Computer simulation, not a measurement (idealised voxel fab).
Proc. module: voxel released beams
Square cell edge 5 nm, section width 285 nm, ID cut.
Cross-sections here: square-cell grids, written as top-down lists of bands, a band being one or more rows of cells. Band: top and bottom heights (nm) first, top before bottom; then materials from left to right, widths in nm. "everywhere" marks a sole material filling the band edge to edge. "empty" denotes empty space. Heads up on the height convention: 0 is the point under which the incoming wafer is all one material, and the lowest band has no bottom, it just keeps going down, like "0 and below". Width "30..40": first value at the band's top row of cells, second value at its bottom row, equal change from row to row. Any step labelled "nothing altered" changed none of the cells in the cross-section. Listed in "Entrapped voids": every empty space of 8 or more cells without an open way to the top. Form: width x height at distance, the distance being from the left edge, all in nm. Past the settings on a step's line: simulator remark, on that step. "overlay nm", when on a step's line for a step with a mask, measures how far to the right of its planned place the mask lay; a negative measure means to the left.

Set out below are the planned steps of the process
1 RECEIVE with material Si
2 CONFORMAL_DEP with material SiN, thk nm 5
3 DIRECTIONAL_DEP with material SiO2, thk nm 20
4 PATTERN with tone open, mask id ANCHOR, material resist, width nm 30, thk nm 15, overlay nm 0
5 DIRECTIONAL_ETCH with etch materials SiO2, depth nm 20
6 STRIP with etch materials resist
7 CONFORMAL_DEP with material TiN, thk nm 10
8 DIRECTIONAL_DEP with material aC, thk nm 10
9 PATTERN with tone cover, mask id BEAM, material resist, width nm 110, thk nm 25, overlay nm 0
10 DIRECTIONAL_ETCH with etch materials aC, depth nm 10
11 STRIP with etch materials resist
12 DIRECTIONAL_ETCH with etch materials TiN, depth nm 10
13 STRIP with etch materials aC
14 STRIP with etch materials SiO2

So this is the incoming wafer in cross-section - it's already been through step 1
  0 and below: Si everywhere
  Entrapped voids: none

End-of-module XS, first of two wafers, run as planned
  35 down to 25: empty=85; TiN=15; empty=10; TiN=85; empty=90
  25 down to 15: empty=90; TiN=10; empty=10; TiN=10; empty=165
  15 down to 5: empty=90; TiN=30; empty=165
  5 down to 0: SiN everywhere
  0 and below: Si everywhere
  Entrapped voids: none

Presented here is a cross-section of the second of the two wafers as it stood at the end of the module. It was started in the same manner and assigned the same plan as the first wafer; however, one mistake was made in its execution
  35 down to 25: empty=85; TiN=20; empty=10; TiN=80; empty=90
  25 down to 15: empty=95; TiN=10; empty=10; TiN=10; empty=160
  15 down to 5: empty=95; TiN=30; empty=160
  5 down to 0: SiN everywhere
  0 and below: Si everywhere
  Entrapped voids: none
Processing error: step 4 was run on a setting that differed from the plan, and what really ran there is PATTERN with tone open, mask id ANCHOR, material resist, width nm 30, thk nm 15, overlay nm 5
When the process is done, the second wafer contains the same cell count of every material as the first wafer, but distributed over other locations.
